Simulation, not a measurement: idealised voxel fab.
The name of this process module is voxel wiring stack.
Xsec cut, 260 nm wide, square cell size 5 nm.
The cross-sections in this document take the form of a grid made of square cells. They are written out as bands, in order from top to bottom. Each band consists of one or more rows of cells. This entry defines a band. It first specifies the height of the band's top and the height of its bottom in nm, and then specifies the band's materials from left to right, stating each material with its width in nm. The word "all across" identifies a single material that fills the band from edge to edge, while the word "air" identifies empty space. Zero point of the height axis is 0; under it, received wafer = one material. Lowest band: continues down indefinitely, "0 and below". So if you see something like "30->40" for the width, read it as the top row of the band sitting at the first number and the bottom row at the second, with every row in between moving by the same amount as the last. "same as before" -> step changed no cross-section cell. The entry titled "Voids, fully enclosed" provides the empty spaces that have no open way to the top, restricted to those of 8 cells or more. Each is presented as width x height at distance, the distance being measured from the left edge, with all three in nm. Where a step's line continues beyond its settings, the continuation is a remark by the simulator itself on that step. overlay nm: on a step with a mask, how far right of its planned place the mask lay; negative means left. Note on reading: below, each pair holds a cross-section from before one process step and one from after it; the one from after shows only down to the lowest band that changed. Beneath the pair, the step in between is stated along with its settings. The pairs can stem from different runs of this module on the same starting wafer. Where a pair's entry headed "Structure before processing" says so, and only there, that pair continues from the pair above it.

Structure before processing
	40 down to 20 | lowk 40  SiN 5  Ru 20  SiN 5  lowk 20  SiN 5  Ru 20  SiN 5  lowk 20  SiN 5  Ru 20  SiN 5  lowk 20  SiN 5  Ru 20  SiN 5  lowk 40
	20 down to 15 | SiN 45  TiN 20  SiN 30  TiN 20  SiN 30  TiN 20  SiN 30  TiN 20  SiN 45
	15 down to 0 | SiO2 all across
	0 and below | Si all across
	Voids, fully enclosed: none

Cross-Section After Step
	45 down to 40 | SiCN all across
	Note: structure below 40 unchanged.
	Voids, fully enclosed: none
Step sandwiched between the two cross-sections above: op CONFORMAL_DEP | material SiCN | thk nm 5

Structure before processing: it's just the after picture from the pair right above this one.

Cross-Section After Step
	70 down to 45 | lowk all across
	Note: structure below 45 unchanged.
	Voids, fully enclosed: none
Step sandwiched between the two cross-sections above: op DIRECTIONAL_DEP | material lowk | thk nm 25

Structure before processing: it's just the after picture from the pair right above this one.

Cross-Section After Step
	70 down to 45 | lowk 45  air 15  lowk 35  air 15  lowk 35  air 15  lowk 35  air 15  lowk 50
	Note: structure below 45 unchanged.
	Voids, fully enclosed: none
Step sandwiched between the two cross-sections above: op MASKED_ETCH | tone open | mask id METAL_2_HOLES | width nm 15 | pitch nm 50 | etch materials lowk | depth nm 25 | overlay nm 0

Structure before processing: it's just the after picture from the pair right above this one.

Cross-Section After Step
	90 down to 70 | resist 45  air 20  resist 30  air 20  resist 30  air 20  resist 30  air 20  resist 45
	Note: structure below 70 unchanged.
	Voids, fully enclosed: none
Step sandwiched between the two cross-sections above: op PATTERN | tone open | mask id METAL_2 | material resist | width nm 20 | pitch nm 50 | thk nm 20 | overlay nm 0

Structure before processing: it's just the after picture from the pair right above this one.

Cross-Section After Step
	90 down to 70 | resist 45  air 20  resist 30  air 20  resist 30  air 20  resist 30  air 20  resist 45
	70 down to 55 | lowk 45  air 20  lowk 30  air 20  lowk 30  air 20  lowk 30  air 20  lowk 45
	Note: structure below 55 unchanged.
	Voids, fully enclosed: none
Step sandwiched between the two cross-sections above: op DIRECTIONAL_ETCH | etch materials lowk | depth nm 15

Structure before processing: it's just the after picture from the pair right above this one.

Cross-Section After Step
	90 down to 70 | resist 45  air 20  resist 30  air 20  resist 30  air 20  resist 30  air 20  resist 45
	70 down to 55 | lowk 45  air 20  lowk 30  air 20  lowk 30  air 20  lowk 30  air 20  lowk 45
	55 down to 45 | lowk 45  air 15  lowk 35  air 15  lowk 35  air 15  lowk 35  air 15  lowk 50
	45 down to 40 | SiCN 45  air 15  SiCN 35  air 15  SiCN 35  air 15  SiCN 35  air 15  SiCN 50
	Note: structure below 40 unchanged.
	Voids, fully enclosed: none
Step sandwiched between the two cross-sections above: op DIRECTIONAL_ETCH | etch materials SiCN | depth nm 5

Structure before processing: it's just the after picture from the pair right above this one.

Cross-Section After Step
	70 down to 55 | lowk 45  air 20  lowk 30  air 20  lowk 30  air 20  lowk 30  air 20  lowk 45
	Note: structure below 55 unchanged.
	Voids, fully enclosed: none
Step sandwiched between the two cross-sections above: op STRIP | etch materials resist

Structure before processing: it's just the after picture from the pair right above this one.

Cross-Section After Step
	75 down to 70 | TiN 50  air 10  TiN 40  air 10  TiN 40  air 10  TiN 40  air 10  TiN 50
	70 down to 60 | lowk 45  TiN 5  air 10  TiN 5  lowk 30  TiN 5  air 10  TiN 5  lowk 30  TiN 5  air 10  TiN 5  lowk 30  TiN 5  air 10  TiN 5  lowk 45
	60 down to 55 | lowk 45  TiN 5  air 5  TiN 10  lowk 30  TiN 5  air 5  TiN 10  lowk 30  TiN 5  air 5  TiN 10  lowk 30  TiN 5  air 5  TiN 10  lowk 45
	55 down to 45 | lowk 45  TiN 5  air 5  TiN 5  lowk 35  TiN 5  air 5  TiN 5  lowk 35  TiN 5  air 5  TiN 5  lowk 35  TiN 5  air 5  TiN 5  lowk 50
	45 down to 40 | SiCN 45  TiN 15  SiCN 35  TiN 15  SiCN 35  TiN 15  SiCN 35  TiN 15  SiCN 50
	Note: structure below 40 unchanged.
	Voids, fully enclosed: none
Step sandwiched between the two cross-sections above: op CONFORMAL_DEP | material TiN | thk nm 5

Structure before processing: it's just the after picture from the pair right above this one.

Cross-Section After Step
	80 down to 75 | Ru all across
	75 down to 70 | TiN 50  Ru 10  TiN 40  Ru 10  TiN 40  Ru 10  TiN 40  Ru 10  TiN 50
	70 down to 60 | lowk 45  TiN 5  Ru 10  TiN 5  lowk 30  TiN 5  Ru 10  TiN 5  lowk 30  TiN 5  Ru 10  TiN 5  lowk 30  TiN 5  Ru 10  TiN 5  lowk 45
	60 down to 55 | lowk 45  TiN 5  Ru 5  TiN 10  lowk 30  TiN 5  Ru 5  TiN 10  lowk 30  TiN 5  Ru 5  TiN 10  lowk 30  TiN 5  Ru 5  TiN 10  lowk 45
	55 down to 45 | lowk 45  TiN 5  Ru 5  TiN 5  lowk 35  TiN 5  Ru 5  TiN 5  lowk 35  TiN 5  Ru 5  TiN 5  lowk 35  TiN 5  Ru 5  TiN 5  lowk 50
	Note: structure below 45 unchanged.
	Voids, fully enclosed: none
Step sandwiched between the two cross-sections above: op FILL_DEP | material Ru | thk nm 5

Structure before processing: it's just the after picture from the pair right above this one.

Cross-Section After Step
	70 down to 60 | lowk 45  TiN 5  Ru 10  TiN 5  lowk 30  TiN 5  Ru 10  TiN 5  lowk 30  TiN 5  Ru 10  TiN 5  lowk 30  TiN 5  Ru 10  TiN 5  lowk 45
	Note: structure below 60 unchanged.
	Voids, fully enclosed: none
Step sandwiched between the two cross-sections above: op CMP | height nm 70

Structure before processing: it's just the after picture from the pair right above this one.

Cross-Section After Step
	75 down to 70 | SiCN all across
	Note: structure below 70 unchanged.
	Voids, fully enclosed: none
Step sandwiched between the two cross-sections above: op CONFORMAL_DEP | material SiCN | thk nm 5

Structure before processing: it's just the after picture from the pair right above this one.

Cross-Section After Step
	110 down to 75 | lowk all across
	Note: structure below 75 unchanged.
	Voids, fully enclosed: none
Step sandwiched between the two cross-sections above: op DIRECTIONAL_DEP | material lowk | thk nm 35

Structure before processing: it's just the after picture from the pair right above this one.

Cross-Section After Step
	130 down to 110 | resist 45  air 20  resist 30  air 20  resist 30  air 20  resist 30  air 20  resist 45
	Note: structure below 110 unchanged.
	Voids, fully enclosed: none
Step sandwiched between the two cross-sections above: op PATTERN | tone open | mask id METAL_3 | material resist | width nm 20 | pitch nm 50 | thk nm 20 | overlay nm 0

Structure before processing: it's just the after picture from the pair right above this one.

Cross-Section After Step
	130 down to 110 | resist 45  air 20  resist 30  air 20  resist 30  air 20  resist 30  air 20  resist 45
	110 down to 90 | lowk 45  air 20  lowk 30  air 20  lowk 30  air 20  lowk 30  air 20  lowk 45
	Note: structure below 90 unchanged.
	Voids, fully enclosed: none
Step sandwiched between the two cross-sections above: op DIRECTIONAL_ETCH | etch materials lowk | depth nm 20

Structure before processing: it's just the after picture from the pair right above this one.

Cross-Section After Step
	110 down to 90 | lowk 45  air 20  lowk 30  air 20  lowk 30  air 20  lowk 30  air 20  lowk 45
	Note: structure below 90 unchanged.
	Voids, fully enclosed: none
Step sandwiched between the two cross-sections above: op STRIP | etch materials resist

Structure before processing: it's just the after picture from the pair right above this one.

Cross-Section After Step
	110 down to 90 | lowk 45  air 20  lowk 30  air 20  lowk 30  air 20  lowk 30  air 20  lowk 45
	90 down to 75 | lowk 45  air 15  lowk 35  air 15  lowk 35  air 15  lowk 35  air 15  lowk 50
	Note: structure below 75 unchanged.
	Voids, fully enclosed: none
Step sandwiched between the two cross-sections above: op MASKED_ETCH | tone open | mask id METAL_3_HOLES | width nm 15 | pitch nm 50 | etch materials lowk | depth nm 15 | overlay nm 0

Structure before processing: it's just the after picture from the pair right above this one.

Cross-Section After Step
	110 down to 90 | lowk 45  air 20  lowk 30  air 20  lowk 30  air 20  lowk 30  air 20  lowk 45
	90 down to 75 | lowk 45  air 15  lowk 35  air 15  lowk 35  air 15  lowk 35  air 15  lowk 50
	75 down to 70 | SiCN 45  air 15  SiCN 35  air 15  SiCN 35  air 15  SiCN 35  air 15  SiCN 50
	Note: structure below 70 unchanged.
	Voids, fully enclosed: none
Step sandwiched between the two cross-sections above: op MASKED_ETCH | tone open | mask id METAL_3_HOLES | width nm 15 | pitch nm 50 | etch materials SiCN | depth nm 5 | overlay nm 0

Structure before processing: it's just the after picture from the pair right above this one.

Cross-Section After Step
	115 down to 110 | TiN 50  air 10  TiN 40  air 10  TiN 40  air 10  TiN 40  air 10  TiN 50
	110 down to 95 | lowk 45  TiN 5  air 10  TiN 5  lowk 30  TiN 5  air 10  TiN 5  lowk 30  TiN 5  air 10  TiN 5  lowk 30  TiN 5  air 10  TiN 5  lowk 45
	95 down to 90 | lowk 45  TiN 5  air 5  TiN 10  lowk 30  TiN 5  air 5  TiN 10  lowk 30  TiN 5  air 5  TiN 10  lowk 30  TiN 5  air 5  TiN 10  lowk 45
	90 down to 75 | lowk 45  TiN 5  air 5  TiN 5  lowk 35  TiN 5  air 5  TiN 5  lowk 35  TiN 5  air 5  TiN 5  lowk 35  TiN 5  air 5  TiN 5  lowk 50
	75 down to 70 | SiCN 45  TiN 15  SiCN 35  TiN 15  SiCN 35  TiN 15  SiCN 35  TiN 15  SiCN 50
	Note: structure below 70 unchanged.
	Voids, fully enclosed: none
Step sandwiched between the two cross-sections above: op CONFORMAL_DEP | material TiN | thk nm 5

Structure before processing: it's just the after picture from the pair right above this one.

Cross-Section After Step
	120 down to 115 | Cu all across
	115 down to 110 | TiN 50  Cu 10  TiN 40  Cu 10  TiN 40  Cu 10  TiN 40  Cu 10  TiN 50
	110 down to 95 | lowk 45  TiN 5  Cu 10  TiN 5  lowk 30  TiN 5  Cu 10  TiN 5  lowk 30  TiN 5  Cu 10  TiN 5  lowk 30  TiN 5  Cu 10  TiN 5  lowk 45
	95 down to 90 | lowk 45  TiN 5  Cu 5  TiN 10  lowk 30  TiN 5  Cu 5  TiN 10  lowk 30  TiN 5  Cu 5  TiN 10  lowk 30  TiN 5  Cu 5  TiN 10  lowk 45
	90 down to 75 | lowk 45  TiN 5  Cu 5  TiN 5  lowk 35  TiN 5  Cu 5  TiN 5  lowk 35  TiN 5  Cu 5  TiN 5  lowk 35  TiN 5  Cu 5  TiN 5  lowk 50
	Note: structure below 75 unchanged.
	Voids, fully enclosed: none
Step sandwiched between the two cross-sections above: op FILL_DEP | material Cu | thk nm 5

Structure before processing: it's just the after picture from the pair right above this one.

Cross-Section After Step
	110 down to 95 | lowk 45  TiN 5  Cu 10  TiN 5  lowk 30  TiN 5  Cu 10  TiN 5  lowk 30  TiN 5  Cu 10  TiN 5  lowk 30  TiN 5  Cu 10  TiN 5  lowk 45
	Note: structure below 95 unchanged.
	Voids, fully enclosed: none
Step sandwiched between the two cross-sections above: op CMP | height nm 110

Structure before processing: it's just the after picture from the pair right above this one.

Cross-Section After Step
	115 down to 110 | SiCN all across
	Note: structure below 110 unchanged.
	Voids, fully enclosed: none
Step sandwiched between the two cross-sections above: op CONFORMAL_DEP | material SiCN | thk nm 5

Structure before processing
	110 down to 75 | lowk all across
	75 down to 70 | SiCN all across
	70 down to 60 | lowk 45  TiN 5  Ru 10  TiN 5  lowk 30  TiN 5  Ru 10  TiN 5  lowk 30  TiN 5  Ru 10  TiN 5  lowk 30  TiN 5  Ru 10  TiN 5  lowk 45
	60 down to 55 | lowk 45  TiN 5  Ru 5  TiN 10  lowk 30  TiN 5  Ru 5  TiN 10  lowk 30  TiN 5  Ru 5  TiN 10  lowk 30  TiN 5  Ru 5  TiN 10  lowk 45
	55 down to 45 | lowk 45  TiN 5  Ru 5  TiN 5  lowk 35  TiN 5  Ru 5  TiN 5  lowk 35  TiN 5  Ru 5  TiN 5  lowk 35  TiN 5  Ru 5  TiN 5  lowk 50
	45 down to 40 | SiCN 45  TiN 15  SiCN 35  TiN 15  SiCN 35  TiN 15  SiCN 35  TiN 15  SiCN 50
	40 down to 15 | lowk 40  SiN 5  Ru 20  SiN 5  lowk 20  SiN 5  Ru 20  SiN 5  lowk 20  SiN 5  Ru 20  SiN 5  lowk 20  SiN 5  Ru 20  SiN 5  lowk 40
	15 down to 10 | SiN 45  TiN 20  SiN 30  TiN 20  SiN 30  TiN 20  SiN 30  TiN 20  SiN 45
	10 down to 0 | SiO2 all across
	0 and below | Si all across
	Voids, fully enclosed: none

Cross-Section After Step
	130 down to 110 | resist 50  air 15  resist 35  air 15  resist 35  air 15  resist 35  air 15  resist 45
	Note: structure below 110 unchanged.
	Voids, fully enclosed: none
Step sandwiched between the two cross-sections above: op PATTERN | tone open | mask id METAL_3 | material resist | width nm 15 | pitch nm 50 | thk nm 20 | overlay nm 0

Structure before processing: it's just the after picture from the pair right above this one.

Cross-Section After Step
	130 down to 110 | resist 50  air 15  resist 35  air 15  resist 35  air 15  resist 35  air 15  resist 45
	110 down to 90 | lowk 50  air 15  lowk 35  air 15  lowk 35  air 15  lowk 35  air 15  lowk 45
	Note: structure below 90 unchanged.
	Voids, fully enclosed: none
Step sandwiched between the two cross-sections above: op DIRECTIONAL_ETCH | etch materials lowk | depth nm 20

Structure before processing: it's just the after picture from the pair right above this one.

Cross-Section After Step
	110 down to 90 | lowk 50  air 15  lowk 35  air 15  lowk 35  air 15  lowk 35  air 15  lowk 45
	Note: structure below 90 unchanged.
	Voids, fully enclosed: none
Step sandwiched between the two cross-sections above: op STRIP | etch materials resist

Structure before processing: it's just the after picture from the pair right above this one.

Cross-Section After Step
	110 down to 95 | lowk 45  air 20  lowk 30  air 20  lowk 30  air 20  lowk 30  air 20  lowk 45
	95 down to 90 | lowk 50  air 15  lowk 35  air 15  lowk 35  air 15  lowk 35  air 15  lowk 45
	90 down to 75 | lowk 50  air 10  lowk 40  air 10  lowk 40  air 10  lowk 40  air 10  lowk 50
	Note: structure below 75 unchanged.
	Voids, fully enclosed: none
Step sandwiched between the two cross-sections above: op MASKED_ETCH | tone open | mask id METAL_3_HOLES | width nm 15 | pitch nm 50 | etch materials lowk | depth nm 15 | overlay nm 0

Structure before processing: it's just the after picture from the pair right above this one.

Cross-Section After Step
	110 down to 95 | lowk 45  air 20  lowk 30  air 20  lowk 30  air 20  lowk 30  air 20  lowk 45
	95 down to 90 | lowk 50  air 15  lowk 35  air 15  lowk 35  air 15  lowk 35  air 15  lowk 45
	90 down to 75 | lowk 50  air 10  lowk 40  air 10  lowk 40  air 10  lowk 40  air 10  lowk 50
	75 down to 70 | SiCN 50  air 10  SiCN 40  air 10  SiCN 40  air 10  SiCN 40  air 10  SiCN 50
	Note: structure below 70 unchanged.
	Voids, fully enclosed: none
Step sandwiched between the two cross-sections above: op MASKED_ETCH | tone open | mask id METAL_3_HOLES | width nm 15 | pitch nm 50 | etch materials SiCN | depth nm 5 | overlay nm 0

Structure before processing: it's just the after picture from the pair right above this one.

Cross-Section After Step
	115 down to 110 | TiN 50  air 10  TiN 40  air 10  TiN 40  air 10  TiN 40  air 10  TiN 50
	110 down to 100 | lowk 45  TiN 5  air 10  TiN 5  lowk 30  TiN 5  air 10  TiN 5  lowk 30  TiN 5  air 10  TiN 5  lowk 30  TiN 5  air 10  TiN 5  lowk 45
	100 down to 95 | lowk 45  TiN 10  air 5  TiN 5  lowk 30  TiN 10  air 5  TiN 5  lowk 30  TiN 10  air 5  TiN 5  lowk 30  TiN 10  air 5  TiN 5  lowk 45
	95 down to 90 | lowk 50  TiN 15  lowk 35  TiN 15  lowk 35  TiN 15  lowk 35  TiN 15  lowk 45
	90 down to 75 | lowk 50  TiN 10  lowk 40  TiN 10  lowk 40  TiN 10  lowk 40  TiN 10  lowk 50
	75 down to 70 | SiCN 50  TiN 10  SiCN 40  TiN 10  SiCN 40  TiN 10  SiCN 40  TiN 10  SiCN 50
	Note: structure below 70 unchanged.
	Voids, fully enclosed: none
Step sandwiched between the two cross-sections above: op CONFORMAL_DEP | material TiN | thk nm 5

Structure before processing: it's just the after picture from the pair right above this one.

Cross-Section After Step
	120 down to 115 | Cu all across
	115 down to 110 | TiN 50  Cu 10  TiN 40  Cu 10  TiN 40  Cu 10  TiN 40  Cu 10  TiN 50
	110 down to 100 | lowk 45  TiN 5  Cu 10  TiN 5  lowk 30  TiN 5  Cu 10  TiN 5  lowk 30  TiN 5  Cu 10  TiN 5  lowk 30  TiN 5  Cu 10  TiN 5  lowk 45
	100 down to 95 | lowk 45  TiN 10  Cu 5  TiN 5  lowk 30  TiN 10  Cu 5  TiN 5  lowk 30  TiN 10  Cu 5  TiN 5  lowk 30  TiN 10  Cu 5  TiN 5  lowk 45
	Note: structure below 95 unchanged.
	Voids, fully enclosed: none
Step sandwiched between the two cross-sections above: op FILL_DEP | material Cu | thk nm 5

Structure before processing: it's just the after picture from the pair right above this one.

Cross-Section After Step
	110 down to 100 | lowk 45  TiN 5  Cu 10  TiN 5  lowk 30  TiN 5  Cu 10  TiN 5  lowk 30  TiN 5  Cu 10  TiN 5  lowk 30  TiN 5  Cu 10  TiN 5  lowk 45
	Note: structure below 100 unchanged.
	Voids, fully enclosed: none
Step sandwiched between the two cross-sections above: op CMP | height nm 110

Structure before processing: it's just the after picture from the pair right above this one.

Cross-Section After Step
	115 down to 110 | SiCN all across
	Note: structure below 110 unchanged.
	Voids, fully enclosed: none
Step sandwiched between the two cross-sections above: op CONFORMAL_DEP | material SiCN | thk nm 5

Structure before processing
	70 down to 45 | lowk all across
	45 down to 40 | SiCN all across
	40 down to 15 | lowk 40  SiN 5  Ru 20  SiN 5  lowk 20  SiN 5  Ru 20  SiN 5  lowk 20  SiN 5  Ru 20  SiN 5  lowk 20  SiN 5  Ru 20  SiN 5  lowk 40
	15 down to 10 | SiN 45  TiN 20  SiN 30  TiN 20  SiN 30  TiN 20  SiN 30  TiN 20  SiN 45
	10 down to 0 | SiO2 all across
	0 and below | Si all across
	Voids, fully enclosed: none

Cross-Section After Step
	70 down to 45 | lowk 35  air 15  lowk 35  air 15  lowk 35  air 15  lowk 35  air 15  lowk 60
	Note: structure below 45 unchanged.
	Voids, fully enclosed: none
Step sandwiched between the two cross-sections above: op MASKED_ETCH | tone open | mask id METAL_2_HOLES | width nm 15 | pitch nm 50 | etch materials lowk | depth nm 25 | overlay nm -10

Structure before processing: it's just the after picture from the pair right above this one.

Cross-Section After Step
	90 down to 70 | resist 45  air 20  resist 30  air 20  resist 30  air 20  resist 30  air 20  resist 45
	70 down to 45 | lowk 35  resist 10  air 5  lowk 35  resist 10  air 5  lowk 35  resist 10  air 5  lowk 35  resist 10  air 5  lowk 60
	Note: structure below 45 unchanged.
	Voids, fully enclosed: none
Step sandwiched between the two cross-sections above: op PATTERN | tone open | mask id METAL_2 | material resist | width nm 20 | pitch nm 50 | thk nm 20 | overlay nm 0

Structure before processing: it's just the after picture from the pair right above this one.

Cross-Section After Step
	90 down to 70 | resist 45  air 20  resist 30  air 20  resist 30  air 20  resist 30  air 20  resist 45
	70 down to 55 | lowk 35  resist 10  air 20  lowk 20  resist 10  air 20  lowk 20  resist 10  air 20  lowk 20  resist 10  air 20  lowk 45
	Note: structure below 55 unchanged.
	Voids, fully enclosed: none
Step sandwiched between the two cross-sections above: op DIRECTIONAL_ETCH | etch materials lowk | depth nm 15

Structure before processing: it's just the after picture from the pair right above this one.

Cross-Section After Step
	90 down to 70 | resist 45  air 20  resist 30  air 20  resist 30  air 20  resist 30  air 20  resist 45
	70 down to 55 | lowk 35  resist 10  air 20  lowk 20  resist 10  air 20  lowk 20  resist 10  air 20  lowk 20  resist 10  air 20  lowk 45
	55 down to 45 | lowk 35  resist 10  air 5  lowk 35  resist 10  air 5  lowk 35  resist 10  air 5  lowk 35  resist 10  air 5  lowk 60
	45 down to 40 | SiCN 45  air 5  SiCN 45  air 5  SiCN 45  air 5  SiCN 45  air 5  SiCN 60
	Note: structure below 40 unchanged.
	Voids, fully enclosed: none
Step sandwiched between the two cross-sections above: op DIRECTIONAL_ETCH | etch materials SiCN | depth nm 5

Structure before processing: it's just the after picture from the pair right above this one.

Cross-Section After Step
	70 down to 55 | lowk 35  air 30  lowk 20  air 30  lowk 20  air 30  lowk 20  air 30  lowk 45
	55 down to 45 | lowk 35  air 15  lowk 35  air 15  lowk 35  air 15  lowk 35  air 15  lowk 60
	Note: structure below 45 unchanged.
	Voids, fully enclosed: none
Step sandwiched between the two cross-sections above: op STRIP | etch materials resist

Structure before processing: it's just the after picture from the pair right above this one.

Cross-Section After Step
	75 down to 70 | TiN 40  air 20  TiN 30  air 20  TiN 30  air 20  TiN 30  air 20  TiN 50
	70 down to 60 | lowk 35  TiN 5  air 20  TiN 5  lowk 20  TiN 5  air 20  TiN 5  lowk 20  TiN 5  air 20  TiN 5  lowk 20  TiN 5  air 20  TiN 5  lowk 45
	60 down to 50 | lowk 35  TiN 5  air 5  TiN 20->5  lowk 20->35  TiN 5  air 5  TiN 20->5  lowk 20->35  TiN 5  air 5  TiN 20->5  lowk 20->35  TiN 5  air 5  TiN 20->5  lowk 45->60
	50 down to 45 | lowk 35  TiN 15  lowk 35  TiN 15  lowk 35  TiN 15  lowk 35  TiN 15  lowk 60
	45 down to 40 | SiCN 45  TiN 5  SiCN 45  TiN 5  SiCN 45  TiN 5  SiCN 45  TiN 5  SiCN 60
	Note: structure below 40 unchanged.
	Voids, fully enclosed: none
Step sandwiched between the two cross-sections above: op CONFORMAL_DEP | material TiN | thk nm 5

Structure before processing: it's just the after picture from the pair right above this one.

Cross-Section After Step
	80 down to 75 | Ru all across
	75 down to 70 | TiN 40  Ru 20  TiN 30  Ru 20  TiN 30  Ru 20  TiN 30  Ru 20  TiN 50
	70 down to 60 | lowk 35  TiN 5  Ru 20  TiN 5  lowk 20  TiN 5  Ru 20  TiN 5  lowk 20  TiN 5  Ru 20  TiN 5  lowk 20  TiN 5  Ru 20  TiN 5  lowk 45
	60 down to 50 | lowk 35  TiN 5  Ru 5  TiN 20->5  lowk 20->35  TiN 5  Ru 5  TiN 20->5  lowk 20->35  TiN 5  Ru 5  TiN 20->5  lowk 20->35  TiN 5  Ru 5  TiN 20->5  lowk 45->60
	Note: structure below 50 unchanged.
	Voids, fully enclosed: none
Step sandwiched between the two cross-sections above: op FILL_DEP | material Ru | thk nm 5

Structure before processing: it's just the after picture from the pair right above this one.

Cross-Section After Step
	70 down to 60 | lowk 35  TiN 5  Ru 20  TiN 5  lowk 20  TiN 5  Ru 20  TiN 5  lowk 20  TiN 5  Ru 20  TiN 5  lowk 20  TiN 5  Ru 20  TiN 5  lowk 45
	Note: structure below 60 unchanged.
	Voids, fully enclosed: none
Step sandwiched between the two cross-sections above: op CMP | height nm 70

Structure before processing: it's just the after picture from the pair right above this one.

Cross-Section After Step
	75 down to 70 | SiCN all across
	Note: structure below 70 unchanged.
	Voids, fully enclosed: none
Step sandwiched between the two cross-sections above: op CONFORMAL_DEP | material SiCN | thk nm 5

Structure before processing: it's just the after picture from the pair right above this one.

Cross-Section After Step
	110 down to 75 | lowk all across
	Note: structure below 75 unchanged.
	Voids, fully enclosed: none
Step sandwiched between the two cross-sections above: op DIRECTIONAL_DEP | material lowk | thk nm 35

Structure before processing: it's just the after picture from the pair right above this one.

Cross-Section After Step
	130 down to 110 | resist 45  air 20  resist 30  air 20  resist 30  air 20  resist 30  air 20  resist 45
	Note: structure below 110 unchanged.
	Voids, fully enclosed: none
Step sandwiched between the two cross-sections above: op PATTERN | tone open | mask id METAL_3 | material resist | width nm 20 | pitch nm 50 | thk nm 20 | overlay nm 0

Structure before processing: it's just the after picture from the pair right above this one.

Cross-Section After Step
	130 down to 110 | resist 45  air 20  resist 30  air 20  resist 30  air 20  resist 30  air 20  resist 45
	110 down to 90 | lowk 45  air 20  lowk 30  air 20  lowk 30  air 20  lowk 30  air 20  lowk 45
	Note: structure below 90 unchanged.
	Voids, fully enclosed: none
Step sandwiched between the two cross-sections above: op DIRECTIONAL_ETCH | etch materials lowk | depth nm 20

Structure before processing: it's just the after picture from the pair right above this one.

Cross-Section After Step
	110 down to 90 | lowk 45  air 20  lowk 30  air 20  lowk 30  air 20  lowk 30  air 20  lowk 45
	Note: structure below 90 unchanged.
	Voids, fully enclosed: none
Step sandwiched between the two cross-sections above: op STRIP | etch materials resist

Structure before processing: it's just the after picture from the pair right above this one.

Cross-Section After Step
	110 down to 90 | lowk 45  air 20  lowk 30  air 20  lowk 30  air 20  lowk 30  air 20  lowk 45
	90 down to 75 | lowk 45  air 15  lowk 35  air 15  lowk 35  air 15  lowk 35  air 15  lowk 50
	Note: structure below 75 unchanged.
	Voids, fully enclosed: none
Step sandwiched between the two cross-sections above: op MASKED_ETCH | tone open | mask id METAL_3_HOLES | width nm 15 | pitch nm 50 | etch materials lowk | depth nm 15 | overlay nm 0

Structure before processing: it's just the after picture from the pair right above this one.

Cross-Section After Step
	110 down to 90 | lowk 45  air 20  lowk 30  air 20  lowk 30  air 20  lowk 30  air 20  lowk 45
	90 down to 75 | lowk 45  air 15  lowk 35  air 15  lowk 35  air 15  lowk 35  air 15  lowk 50
	75 down to 70 | SiCN 45  air 15  SiCN 35  air 15  SiCN 35  air 15  SiCN 35  air 15  SiCN 50
	Note: structure below 70 unchanged.
	Voids, fully enclosed: none
Step sandwiched between the two cross-sections above: op MASKED_ETCH | tone open | mask id METAL_3_HOLES | width nm 15 | pitch nm 50 | etch materials SiCN | depth nm 5 | overlay nm 0

Structure before processing: it's just the after picture from the pair right above this one.

Cross-Section After Step
	115 down to 110 | TiN 50  air 10  TiN 40  air 10  TiN 40  air 10  TiN 40  air 10  TiN 50
	110 down to 95 | lowk 45  TiN 5  air 10  TiN 5  lowk 30  TiN 5  air 10  TiN 5  lowk 30  TiN 5  air 10  TiN 5  lowk 30  TiN 5  air 10  TiN 5  lowk 45
	95 down to 90 | lowk 45  TiN 5  air 5  TiN 10  lowk 30  TiN 5  air 5  TiN 10  lowk 30  TiN 5  air 5  TiN 10  lowk 30  TiN 5  air 5  TiN 10  lowk 45
	90 down to 75 | lowk 45  TiN 5  air 5  TiN 5  lowk 35  TiN 5  air 5  TiN 5  lowk 35  TiN 5  air 5  TiN 5  lowk 35  TiN 5  air 5  TiN 5  lowk 50
	75 down to 70 | SiCN 45  TiN 15  SiCN 35  TiN 15  SiCN 35  TiN 15  SiCN 35  TiN 15  SiCN 50
	Note: structure below 70 unchanged.
	Voids, fully enclosed: none
Step sandwiched between the two cross-sections above: op CONFORMAL_DEP | material TiN | thk nm 5

Structure before processing: it's just the after picture from the pair right above this one.

Cross-Section After Step
	120 down to 115 | Cu all across
	115 down to 110 | TiN 50  Cu 10  TiN 40  Cu 10  TiN 40  Cu 10  TiN 40  Cu 10  TiN 50
	110 down to 95 | lowk 45  TiN 5  Cu 10  TiN 5  lowk 30  TiN 5  Cu 10  TiN 5  lowk 30  TiN 5  Cu 10  TiN 5  lowk 30  TiN 5  Cu 10  TiN 5  lowk 45
	95 down to 90 | lowk 45  TiN 5  Cu 5  TiN 10  lowk 30  TiN 5  Cu 5  TiN 10  lowk 30  TiN 5  Cu 5  TiN 10  lowk 30  TiN 5  Cu 5  TiN 10  lowk 45
	90 down to 75 | lowk 45  TiN 5  Cu 5  TiN 5  lowk 35  TiN 5  Cu 5  TiN 5  lowk 35  TiN 5  Cu 5  TiN 5  lowk 35  TiN 5  Cu 5  TiN 5  lowk 50
	Note: structure below 75 unchanged.
	Voids, fully enclosed: none
Step sandwiched between the two cross-sections above: op FILL_DEP | material Cu | thk nm 5

Structure before processing: it's just the after picture from the pair right above this one.

Cross-Section After Step
	110 down to 95 | lowk 45  TiN 5  Cu 10  TiN 5  lowk 30  TiN 5  Cu 10  TiN 5  lowk 30  TiN 5  Cu 10  TiN 5  lowk 30  TiN 5  Cu 10  TiN 5  lowk 45
	Note: structure below 95 unchanged.
	Voids, fully enclosed: none
Step sandwiched between the two cross-sections above: op CMP | height nm 110

Structure before processing: it's just the after picture from the pair right above this one.

Cross-Section After Step
	115 down to 110 | SiCN all across
	Note: structure below 110 unchanged.
	Voids, fully enclosed: none
Step sandwiched between the two cross-sections above: op CONFORMAL_DEP | material SiCN | thk nm 5

Structure before processing
	40 down to 15 | lowk 40  SiN 5  Ru 20  SiN 5  lowk 20  SiN 5  Ru 20  SiN 5  lowk 20  SiN 5  Ru 20  SiN 5  lowk 20  SiN 5  Ru 20  SiN 5  lowk 40
	15 down to 10 | SiN 45  TiN 20  SiN 30  TiN 20  SiN 30  TiN 20  SiN 30  TiN 20  SiN 45
	10 down to 0 | SiO2 all across
	0 and below | Si all across
	Voids, fully enclosed: none

Cross-Section After Step
	45 down to 40 | SiO2 all across
	Note: structure below 40 unchanged.
	Voids, fully enclosed: none
Step sandwiched between the two cross-sections above: op CONFORMAL_DEP | material SiO2 | thk nm 5

Structure before processing: it's just the after picture from the pair right above this one.

Cross-Section After Step
	70 down to 45 | lowk all across
	Note: structure below 45 unchanged.
	Voids, fully enclosed: none
Step sandwiched between the two cross-sections above: op DIRECTIONAL_DEP | material lowk | thk nm 25
